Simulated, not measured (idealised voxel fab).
Documented hereafter: the process module known as voxel gate over fins.
The cross-section shown here is cut; it is 255 nm wide and divided into square cells measuring 5 nm on a side.
Cross-section = grid of square cells, listed top down in bands; band = one or more rows. Heads up on the band format: heights come first, top then bottom, in nm. After that it's the materials left to right, each with its width in nm. A single material flagged "throughout" fills the whole band edge to edge, and "blank" means there's empty space there. The level at which height equals 0 is the one under which the wafer, as it arrives, is entirely one material. No lower edge exists for the bottom band, which continues downward and is notated as in "from 0 down". Quick explanation for "30 to 40": the width changes in equal steps down the rows of cells, from the first number in the band's top row to the second number in its bottom row. Where a step carries "no modifications", the cross-section came out of it unchanged, cell for cell. What "Enclosed void inventory" gives you is every empty space of 8 cells or more that is cut off from the top. Each appears as width x height at distance, with the distance taken from the left edge and width, height and distance all in nm. Past the settings on a step's line: simulator remark, on that step. overlay nm: where the mask lay relative to plan, measured to the right, on steps with a mask; negatives go left.
SET OUT BELOW ARE THE PLANNED STEPS OF THE PROCESS
1: RECEIVE with material Si
2: CONFORMAL_DEP with material SiN, thk nm 10
3: PATTERN with tone cover, mask id FINS, material resist, width nm 15, pitch nm 35, thk nm 15, overlay nm 0
4: DIRECTIONAL_ETCH with etch materials SiN, depth nm 10
5: DIRECTIONAL_ETCH with etch materials Si, depth nm 30
6: STRIP with etch materials resist
7: OXIDIZE with depth nm 5
8: FILL_DEP with material SiO2, thk nm 10
9: CMP with height nm 10
10: SELECTIVE_ETCH with etch materials SiO2, depth nm 20
11: STRIP with etch materials SiN
12: CONFORMAL_DEP with material HfO2, thk nm 5
13: CONFORMAL_DEP with material TiN, thk nm 5
14: FILL_DEP with material W, thk nm 10
15: CMP with height nm 15
16: CONFORMAL_DEP with material SiCN, thk nm 5
THE FIRST OF A SET OF TWO WAFERS, RUN TO PLAN
CROSS-SECTION OF THE INCOMING WAFER, STATE AFTER STEP 1
> from 0 down: Si throughout
> Enclosed void inventory: none
THE FOLLOWING CROSS-SECTION DEPICTS THE WAFER UPON COMPLETION OF STEP 2
> from 10 to 0: SiN throughout
> Below 0, no change.
THE FOLLOWING CROSS-SECTION DEPICTS THE WAFER UPON COMPLETION OF STEP 3
> from 25 to 10: 85 of blank | 15 of resist | 20 of blank | 15 of resist | 20 of blank | 15 of resist | 85 of blank
> Below 10, no change.
THE FOLLOWING CROSS-SECTION DEPICTS THE WAFER UPON COMPLETION OF STEP 4
> from 25 to 10: 85 of blank | 15 of resist | 20 of blank | 15 of resist | 20 of blank | 15 of resist | 85 of blank
> from 10 to 0: 85 of blank | 15 of SiN | 20 of blank | 15 of SiN | 20 of blank | 15 of SiN | 85 of blank
> Below 0, no change.
THE FOLLOWING CROSS-SECTION DEPICTS THE WAFER UPON COMPLETION OF STEP 5
> from 25 to 10: 85 of blank | 15 of resist | 20 of blank | 15 of resist | 20 of blank | 15 of resist | 85 of blank
> from 10 to 0: 85 of blank | 15 of SiN | 20 of blank | 15 of SiN | 20 of blank | 15 of SiN | 85 of blank
> from 0 to -30: 85 of blank | 15 of Si | 20 of blank | 15 of Si | 20 of blank | 15 of Si | 85 of blank
> Below -30, no change.
THE FOLLOWING CROSS-SECTION DEPICTS THE WAFER UPON COMPLETION OF STEP 6
> from 10 to 0: 85 of blank | 15 of SiN | 20 of blank | 15 of SiN | 20 of blank | 15 of SiN | 85 of blank
> Below 0, no change.
THE FOLLOWING CROSS-SECTION DEPICTS THE WAFER UPON COMPLETION OF STEP 7
> from 10 to 0: 85 of blank | 15 of SiN | 20 of blank | 15 of SiN | 20 of blank | 15 of SiN | 85 of blank
> from 0 to -30: 85 of blank | 5 of SiO2 | 5 of Si | 5 of SiO2 | 20 of blank | 5 of SiO2 | 5 of Si | 5 of SiO2 | 20 of blank | 5 of SiO2 | 5 of Si | 5 of SiO2 | 85 of blank
> from -30 to -35: 90 of SiO2 | 5 of Si | 30 of SiO2 | 5 of Si | 30 of SiO2 | 5 of Si | 90 of SiO2
> Below -35, no change.
THE FOLLOWING CROSS-SECTION DEPICTS THE WAFER UPON COMPLETION OF STEP 8
> from 20 to 10: SiO2 throughout
> from 10 to 0: 85 of SiO2 | 15 of SiN | 20 of SiO2 | 15 of SiN | 20 of SiO2 | 15 of SiN | 85 of SiO2
> from 0 to -35: 90 of SiO2 | 5 of Si | 30 of SiO2 | 5 of Si | 30 of SiO2 | 5 of Si | 90 of SiO2
> Below -35, no change.
THE FOLLOWING CROSS-SECTION DEPICTS THE WAFER UPON COMPLETION OF STEP 9
> from 10 to 0: 85 of SiO2 | 15 of SiN | 20 of SiO2 | 15 of SiN | 20 of SiO2 | 15 of SiN | 85 of SiO2
> Below 0, no change.
THE FOLLOWING CROSS-SECTION DEPICTS THE WAFER UPON COMPLETION OF STEP 10
> from 10 to 0: 85 of blank | 15 of SiN | 20 of blank | 15 of SiN | 20 of blank | 15 of SiN | 85 of blank
> from 0 to -10: 90 of blank | 5 of Si | 30 of blank | 5 of Si | 30 of blank | 5 of Si | 90 of blank
> Below -10, no change.
THE FOLLOWING CROSS-SECTION DEPICTS THE WAFER UPON COMPLETION OF STEP 11
> from 0 to -10: 90 of blank | 5 of Si | 30 of blank | 5 of Si | 30 of blank | 5 of Si | 90 of blank
> Below -10, no change.
THE FOLLOWING CROSS-SECTION DEPICTS THE WAFER UPON COMPLETION OF STEP 12
> from 5 to 0: 85 of blank | 15 of HfO2 | 20 of blank | 15 of HfO2 | 20 of blank | 15 of HfO2 | 85 of blank
> from 0 to -5: 85 of blank | 5 of HfO2 | 5 of Si | 5 of HfO2 | 20 of blank | 5 of HfO2 | 5 of Si | 5 of HfO2 | 20 of blank | 5 of HfO2 | 5 of Si | 5 of HfO2 | 85 of blank
> from -5 to -10: 90 of HfO2 | 5 of Si | 30 of HfO2 | 5 of Si | 30 of HfO2 | 5 of Si | 90 of HfO2
> Below -10, no change.
THE FOLLOWING CROSS-SECTION DEPICTS THE WAFER UPON COMPLETION OF STEP 13
> from 10 to 5: 80 of blank | 25 of TiN | 10 of blank | 25 of TiN | 10 of blank | 25 of TiN | 80 of blank
> from 5 to 0: 80 of blank | 5 of TiN | 15 of HfO2 | 5 of TiN | 10 of blank | 5 of TiN | 15 of HfO2 | 5 of TiN | 10 of blank | 5 of TiN | 15 of HfO2 | 5 of TiN | 80 of blank
> from 0 to -5: 85 of TiN | 5 of HfO2 | 5 of Si | 5 of HfO2 | 20 of TiN | 5 of HfO2 | 5 of Si | 5 of HfO2 | 20 of TiN | 5 of HfO2 | 5 of Si | 5 of HfO2 | 85 of TiN
> Below -5, no change.
THE FOLLOWING CROSS-SECTION DEPICTS THE WAFER UPON COMPLETION OF STEP 14
> from 20 to 10: W throughout
> from 10 to 5: 80 of W | 25 of TiN | 10 of W | 25 of TiN | 10 of W | 25 of TiN | 80 of W
> from 5 to 0: 80 of W | 5 of TiN | 15 of HfO2 | 5 of TiN | 10 of W | 5 of TiN | 15 of HfO2 | 5 of TiN | 10 of W | 5 of TiN | 15 of HfO2 | 5 of TiN | 80 of W
> Below 0, no change.
THE FOLLOWING CROSS-SECTION DEPICTS THE WAFER UPON COMPLETION OF STEP 15
> from 15 to 10: W throughout
> Below 10, no change.
THE FOLLOWING CROSS-SECTION DEPICTS THE WAFER UPON COMPLETION OF STEP 16
> from 20 to 15: SiCN throughout
> Below 15, no change.
SECOND WAFER (IDENTICAL START AND PLAN, ONE PROCESSING ERROR; MATCHES FIRST WAFER THROUGH STEP 12)
AT THE PLANNED END OF STEP 13, THE SECOND WAFER IN CROSS-SECTION
> from 10 to 5: 80 of blank | 25 of SiCN | 10 of blank | 25 of SiCN | 10 of blank | 25 of SiCN | 80 of blank
> from 5 to 0: 80 of blank | 5 of SiCN | 15 of HfO2 | 5 of SiCN | 10 of blank | 5 of SiCN | 15 of HfO2 | 5 of SiCN | 10 of blank | 5 of SiCN | 15 of HfO2 | 5 of SiCN | 80 of blank
> from 0 to -5: 85 of SiCN | 5 of HfO2 | 5 of Si | 5 of HfO2 | 20 of SiCN | 5 of HfO2 | 5 of Si | 5 of HfO2 | 20 of SiCN | 5 of HfO2 | 5 of Si | 5 of HfO2 | 85 of SiCN
> Below -5, no change.
AT THE PLANNED END OF STEP 14, THE SECOND WAFER IN CROSS-SECTION
> from 20 to 10: W throughout
> from 10 to 5: 80 of W | 25 of SiCN | 10 of W | 25 of SiCN | 10 of W | 25 of SiCN | 80 of W
> from 5 to 0: 80 of W | 5 of SiCN | 15 of HfO2 | 5 of SiCN | 10 of W | 5 of SiCN | 15 of HfO2 | 5 of SiCN | 10 of W | 5 of SiCN | 15 of HfO2 | 5 of SiCN | 80 of W
> Below 0, no change.
AT THE PLANNED END OF STEP 15, THE SECOND WAFER IN CROSS-SECTION
> from 15 to 10: W throughout
> Below 10, no change.
AT THE PLANNED END OF STEP 16, THE SECOND WAFER IN CROSS-SECTION
> from 20 to 15: SiCN throughout
> Below 15, no change.
Finding, execution versus plan: step 13 ran with different settings than intended, the actual operation and settings being CONFORMAL_DEP with material SiCN, thk nm 5
The second wafer ends with more or fewer cells of some materials than the first, per final count: SiCN +63, TiN -63
